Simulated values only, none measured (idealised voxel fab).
process module | voxel self aligned vias
cross-section cut | 230 nm wide | cells 5 nm
A cross-section is a grid of square cells, given in bands from the top down. A band is one or more rows of cells.
Each band's line starts with the height of the band's top and of its bottom, in nm. Then come its materials from left to right, each with its width in nm. One material with "throughout" fills the band from edge to edge. "air" is empty space.
Height 0 is the level under which the wafer as received is all one material. The lowest band goes on downwards, as in "0 down".
A width such as "30 to 40" changes by the same amount from each row of cells to the next, from the band's top row to its bottom row.
"no change" after a step means that no cell of the cross-section changed.
closed voids: empty space of 8 cells or more with no open way to the top, each as width x height at its distance from the left edge, in nm
after a step's settings: what the simulator itself notes on the step
overlay nm, on a step with a mask: how far to the right of its planned place the mask lay; to the left if negative
plan
1 op RECEIVE | material Si
2 op CONFORMAL_DEP | material SiO2 | thk nm 15
3 op CONFORMAL_DEP | material SiCN | thk nm 5
4 op DIRECTIONAL_DEP | material lowk | thk nm 20
5 op MASKED_ETCH | tone open | mask id LINES | width nm 30 | pitch nm 55 | etch materials lowk | depth nm 20 | overlay nm 0
6 op CONFORMAL_DEP | material TiN | thk nm 5
7 op FILL_DEP | material W | thk nm 10
8 op CMP | height nm 40
9 op SELECTIVE_ETCH | etch materials W Ru TiN | depth nm 5
10 op FILL_DEP | material SiN | thk nm 10
11 op CMP | height nm 40
12 op DIRECTIONAL_DEP | material lowk | thk nm 20
13 op DIRECTIONAL_DEP | material aC | thk nm 15
14 op PATTERN | tone open | mask id VIAS | material resist | width nm 40 | thk nm 30 | overlay nm 0
15 op DIRECTIONAL_ETCH | etch materials aC | depth nm 15
16 op STRIP | etch materials resist
17 op DIRECTIONAL_ETCH | etch materials lowk | depth nm 20
18 op DIRECTIONAL_ETCH | etch materials SiN | depth nm 5
19 op STRIP | etch materials aC
20 op CONFORMAL_DEP | material TiN | thk nm 5
21 op FILL_DEP | material W | thk nm 10
22 op CMP | height nm 60
23 op CONFORMAL_DEP | material SiN | thk nm 5
as received, after step 1
  0 down: Si throughout
  closed voids: none
a wafer at the end: this start, this plan, one mistake
  65 to 60: SiN throughout
  60 to 45: lowk 65 | TiN 5 | W 30 | TiN 5 | lowk 125
  45 to 40: lowk 65 | TiN 10 | W 25 | TiN 5 | lowk 125
  40 to 35: lowk 70 | TiN 35 | lowk 20 | SiN 35 | lowk 70
  35 to 25: lowk 70 | TiN 5 | W 25 | TiN 5 | lowk 20 | TiN 5 | W 25 | TiN 5 | lowk 70
  25 to 20: lowk 70 | TiN 35 | lowk 20 | TiN 35 | lowk 70
  20 to 15: SiCN throughout
  15 to 0: SiO2 throughout
  0 down: Si throughout
  closed voids: none
what went wrong: step 5 ran as: op MASKED_ETCH | tone open | mask id LINES | width nm 35 | pitch nm 55 | etch materials lowk | depth nm 20 | overlay nm 0
